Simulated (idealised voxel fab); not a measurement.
The name of this process module is voxel self aligned contacts.
The cross-section shown here is cut; it is 250 nm wide and divided into square cells measuring 5 nm on a side.
For the purposes of this document, a cross-section shall be understood as a grid of square cells, specified as bands listed in top-to-bottom order, each band consisting of one or more rows of cells. Heads up on the band format: heights come first, top then bottom, in nm. After that it's the materials left to right, each with its width in nm. A single material flagged "throughout" fills the whole band edge to edge, and "air" means there's empty space there. Zero point of the height axis is 0; under it, received wafer = one material. Lowest band: continues down indefinitely, "0..down". So if you see something like "30..40" for the width, read it as the top row of the band sitting at the first number and the bottom row at the second, with every row in between moving by the same amount as the last. "no modifications" (step): cross-section cells unchanged, all of them. In "Fully sealed voids" the enclosed voids are listed, meaning empty spaces of 8 cells or larger without any opening to the top. The form is width x height at distance, distance from the left edge, units nm. That trailing text on a step's line, after the settings, is the simulator's own remark on the step. What "overlay nm" on a step's line means: if the step has a mask, that mask lay this far to the right of its planned place, or, when the value is negative, to the left.

# Below is the list of planned process steps
1. RECEIVE: material Si
2. OXIDIZE: depth nm 5
3. DIRECTIONAL_DEP: material polySi, thk nm 25
4. DIRECTIONAL_DEP: material SiN, thk nm 20
5. MASKED_ETCH: tone cover, mask id GATE, width nm 25, pitch nm 70, etch materials SiN, depth nm 20, overlay nm 0
6. MASKED_ETCH: tone cover, mask id GATE, width nm 25, pitch nm 70, etch materials polySi, depth nm 25, overlay nm 0
7. CONFORMAL_DEP: material SiN, thk nm 10
8. DIRECTIONAL_ETCH: etch materials SiN, depth nm 10
9. FILL_DEP: material SiO2, thk nm 15
10. CMP: height nm 50
11. PATTERN: tone open, mask id CONTACT, material resist, width nm 55, thk nm 20, overlay nm 0
12. DIRECTIONAL_ETCH: etch materials SiO2, depth nm 55
13. STRIP: etch materials resist
14. CONFORMAL_DEP: material TiN, thk nm 5
15. FILL_DEP: material Ru, thk nm 10
16. CMP: height nm 50
17. CONFORMAL_DEP: material SiN, thk nm 5
The value of depth nm given for step 2 in the plan refers to the first wafer; the wafers vary in this setting and are alike at the start.

# Sectional view: first of several wafers, as received, after step 1
> 0..down | Si throughout
> Fully sealed voids: none

# Gained (+) or lost (-) cells of each material since receipt, then closed voids: one row per wafer, at the end of the module
depth nm 5 | +30 Ru | -50 Si | +162 SiN | +327 SiO2 | +31 TiN | +50 polySi | Fully sealed voids: none
depth nm 10 | +30 Ru | -100 Si | +162 SiN | +377 SiO2 | +31 TiN | +50 polySi | Fully sealed voids: none
depth nm 15 | +30 Ru | -150 Si | +162 SiN | +427 SiO2 | +31 TiN | +50 polySi | Fully sealed voids: none
depth nm 20 | +30 Ru | -200 Si | +162 SiN | +477 SiO2 | +31 TiN | +50 polySi | Fully sealed voids: none
